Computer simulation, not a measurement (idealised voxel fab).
process module | voxel wiring stack
cross-section cut | 255 nm wide | cells 5 nm
A cross-section is a grid of square cells, given in bands from the top down. A band is one or more rows of cells.
Each band's line starts with the height of the band's top and of its bottom, in nm. Then come its materials from left to right, each with its width in nm. One material with "throughout" fills the band from edge to edge. "air" is empty space.
Height 0 is the level under which the wafer as received is all one material. The lowest band goes on downwards, as in "0 down".
A width such as "30 to 40" changes by the same amount from each row of cells to the next, from the band's top row to its bottom row.
"no change" after a step means that no cell of the cross-section changed.
closed voids: empty space of 8 cells or more with no open way to the top, each as width x height at its distance from the left edge, in nm
after a step's settings: what the simulator itself notes on the step
overlay nm, on a step with a mask: how far to the right of its planned place the mask lay; to the left if negative
plan
1 op RECEIVE | material Si
2 op CONFORMAL_DEP | material SiO2 | thk nm 10
3 op CONFORMAL_DEP | material SiCN | thk nm 5
4 op DIRECTIONAL_DEP | material SiO2 | thk nm 20
5 op MASKED_ETCH | tone open | mask id METAL_1 | width nm 25 | pitch nm 55 | etch materials SiO2 | depth nm 20 | overlay nm -15
6 op MASKED_ETCH | tone open | mask id METAL_1 | width nm 25 | pitch nm 55 | etch materials SiCN | depth nm 5 | overlay nm 0
7 op CONFORMAL_DEP | material TiN | thk nm 5
8 op FILL_DEP | material W | thk nm 5
9 op CMP | height nm 35
10 op EPI | material Ru | thk nm 5
11 op FILL_DEP | material SiCN | thk nm 5
12 op DIRECTIONAL_DEP | material lowk | thk nm 25
13 op DIRECTIONAL_DEP | material aC | thk nm 10
14 op PATTERN | tone open | mask id METAL_2_HOLES | material resist | width nm 15 | pitch nm 55 | thk nm 30 | overlay nm 0
15 op DIRECTIONAL_ETCH | etch materials aC | depth nm 10
16 op STRIP | etch materials resist
17 op DIRECTIONAL_ETCH | etch materials lowk | depth nm 25
18 op STRIP | etch materials aC
19 op PATTERN | tone open | mask id METAL_2 | material resist | width nm 25 | pitch nm 55 | thk nm 20 | overlay nm 0
20 op DIRECTIONAL_ETCH | etch materials lowk | depth nm 15
21 op DIRECTIONAL_ETCH | etch materials SiCN | depth nm 5
22 op STRIP | etch materials resist
23 op CONFORMAL_DEP | material TiN | thk nm 5
24 op FILL_DEP | material Ru | thk nm 10
25 op CMP | height nm 70
26 op CONFORMAL_DEP | material SiCN | thk nm 5
27 op DIRECTIONAL_DEP | material lowk | thk nm 25
28 op DIRECTIONAL_DEP | material aC | thk nm 15
29 op PATTERN | tone open | mask id METAL_3 | material resist | width nm 25 | pitch nm 55 | thk nm 30 | overlay nm 0
30 op DIRECTIONAL_ETCH | etch materials aC | depth nm 15
31 op STRIP | etch materials resist
32 op DIRECTIONAL_ETCH | etch materials lowk | depth nm 15
33 op STRIP | etch materials aC
34 op PATTERN | tone open | mask id METAL_3_HOLES | material resist | width nm 15 | pitch nm 55 | thk nm 20 | overlay nm 0
35 op DIRECTIONAL_ETCH | etch materials lowk | depth nm 10
36 op DIRECTIONAL_ETCH | etch materials SiCN | depth nm 5
37 op STRIP | etch materials resist
38 op CONFORMAL_DEP | material TiN | thk nm 5
39 op FILL_DEP | material Cu | thk nm 10
40 op CMP | height nm 100
41 op CONFORMAL_DEP | material SiN | thk nm 5
varied across the wafers: overlay nm of step 5. The plan shows the first wafer's value. All wafers start alike
first wafer as received, after step 1
  0 down: Si throughout
  closed voids: none
first wafer at the end, after step 41
  105 to 100: SiN throughout
  100 to 90: lowk 60 | TiN 5 | Cu 15 | TiN 5 | lowk 30 | TiN 5 | Cu 15 | TiN 5 | lowk 30 | TiN 5 | Cu 15 | TiN 5 | lowk 60
  90 to 85: lowk 60 | TiN 5 | Cu 5 | TiN 15 | lowk 30 | TiN 5 | Cu 5 | TiN 15 | lowk 30 | TiN 5 | Cu 5 | TiN 15 | lowk 60
  85 to 75: lowk 60 | TiN 5 | Cu 5 | TiN 5 | lowk 40 | TiN 5 | Cu 5 | TiN 5 | lowk 40 | TiN 5 | Cu 5 | TiN 5 | lowk 70
  75 to 70: SiCN 60 | TiN 15 | SiCN 40 | TiN 15 | SiCN 40 | TiN 15 | SiCN 70
  70 to 60: lowk 60 | TiN 5 | Ru 15 | TiN 5 | lowk 30 | TiN 5 | Ru 15 | TiN 5 | lowk 30 | TiN 5 | Ru 15 | TiN 5 | lowk 60
  60 to 55: lowk 60 | TiN 5 | Ru 5 | TiN 15 | lowk 30 | TiN 5 | Ru 5 | TiN 15 | lowk 30 | TiN 5 | Ru 5 | TiN 15 | lowk 60
  55 to 45: lowk 60 | TiN 5 | Ru 5 | TiN 5 | lowk 40 | TiN 5 | Ru 5 | TiN 5 | lowk 40 | TiN 5 | Ru 5 | TiN 5 | lowk 70
  45 to 40: SiCN 60 | TiN 15 | SiCN 40 | TiN 15 | SiCN 40 | TiN 15 | SiCN 70
  40 to 35: SiCN 40 | Ru 35 | SiCN 20 | Ru 35 | SiCN 20 | Ru 35 | SiCN 70
  35 to 20: SiO2 45 | TiN 5 | W 15 | TiN 5 | SiO2 30 | TiN 5 | W 15 | TiN 5 | SiO2 30 | TiN 5 | W 15 | TiN 5 | SiO2 75
  20 to 15: SiO2 45 | TiN 25 | SiO2 30 | TiN 25 | SiO2 30 | TiN 25 | SiO2 75
  15 to 10: SiCN 60 | TiN 10 | SiCN 45 | TiN 10 | SiCN 45 | TiN 10 | SiCN 75
  10 to 0: SiO2 throughout
  0 down: Si throughout
  closed voids: none
last wafer at the end
  105 to 100: SiN throughout
  100 to 90: lowk 60 | TiN 5 | Cu 15 | TiN 5 | lowk 30 | TiN 5 | Cu 15 | TiN 5 | lowk 30 | TiN 5 | Cu 15 | TiN 5 | lowk 60
  90 to 85: lowk 60 | TiN 5 | Cu 5 | TiN 15 | lowk 30 | TiN 5 | Cu 5 | TiN 15 | lowk 30 | TiN 5 | Cu 5 | TiN 15 | lowk 60
  85 to 75: lowk 60 | TiN 5 | Cu 5 | TiN 5 | lowk 40 | TiN 5 | Cu 5 | TiN 5 | lowk 40 | TiN 5 | Cu 5 | TiN 5 | lowk 70
  75 to 70: SiCN 60 | TiN 15 | SiCN 40 | TiN 15 | SiCN 40 | TiN 15 | SiCN 70
  70 to 60: lowk 60 | TiN 5 | Ru 15 | TiN 5 | lowk 30 | TiN 5 | Ru 15 | TiN 5 | lowk 30 | TiN 5 | Ru 15 | TiN 5 | lowk 60
  60 to 55: lowk 60 | TiN 5 | Ru 5 | TiN 15 | lowk 30 | TiN 5 | Ru 5 | TiN 15 | lowk 30 | TiN 5 | Ru 5 | TiN 15 | lowk 60
  55 to 45: lowk 60 | TiN 5 | Ru 5 | TiN 5 | lowk 40 | TiN 5 | Ru 5 | TiN 5 | lowk 40 | TiN 5 | Ru 5 | TiN 5 | lowk 70
  45 to 40: SiCN 60 | TiN 15 | SiCN 40 | TiN 15 | SiCN 40 | TiN 15 | SiCN 70
  40 to 35: SiCN 70 | Ru 35 | SiCN 20 | Ru 35 | SiCN 20 | Ru 35 | SiCN 40
  35 to 20: SiO2 75 | TiN 5 | W 15 | TiN 5 | SiO2 30 | TiN 5 | W 15 | TiN 5 | SiO2 30 | TiN 5 | W 15 | TiN 5 | SiO2 45
  20 to 15: SiO2 75 | TiN 25 | SiO2 30 | TiN 25 | SiO2 30 | TiN 25 | SiO2 45
  15 to 10: SiCN 75 | TiN 10 | SiCN 45 | TiN 10 | SiCN 45 | TiN 10 | SiCN 60
  10 to 0: SiO2 throughout
  0 down: Si throughout
  closed voids: none
each wafer at the end: cells of each material gained (+) or lost (-) since it was received, then its closed voids
overlay nm -15 | +27 Cu | +48 Ru | +159 SiCN | +51 SiN | +246 SiO2 | +129 TiN | +27 W | +384 lowk | closed voids: none
overlay nm -10 | +27 Cu | +48 Ru | +156 SiCN | +51 SiN | +246 SiO2 | +129 TiN | +30 W | +384 lowk | closed voids: none
overlay nm -5 | +27 Cu | +48 Ru | +153 SiCN | +51 SiN | +246 SiO2 | +129 TiN | +33 W | +384 lowk | closed voids: none
overlay nm 0 | +27 Cu | +48 Ru | +150 SiCN | +51 SiN | +246 SiO2 | +129 TiN | +36 W | +384 lowk | closed voids: none
overlay nm 5 | +27 Cu | +48 Ru | +153 SiCN | +51 SiN | +246 SiO2 | +129 TiN | +33 W | +384 lowk | closed voids: none
overlay nm 10 | +27 Cu | +48 Ru | +156 SiCN | +51 SiN | +246 SiO2 | +129 TiN | +30 W | +384 lowk | closed voids: none
overlay nm 15 | +27 Cu | +48 Ru | +159 SiCN | +51 SiN | +246 SiO2 | +129 TiN | +27 W | +384 lowk | closed voids: none
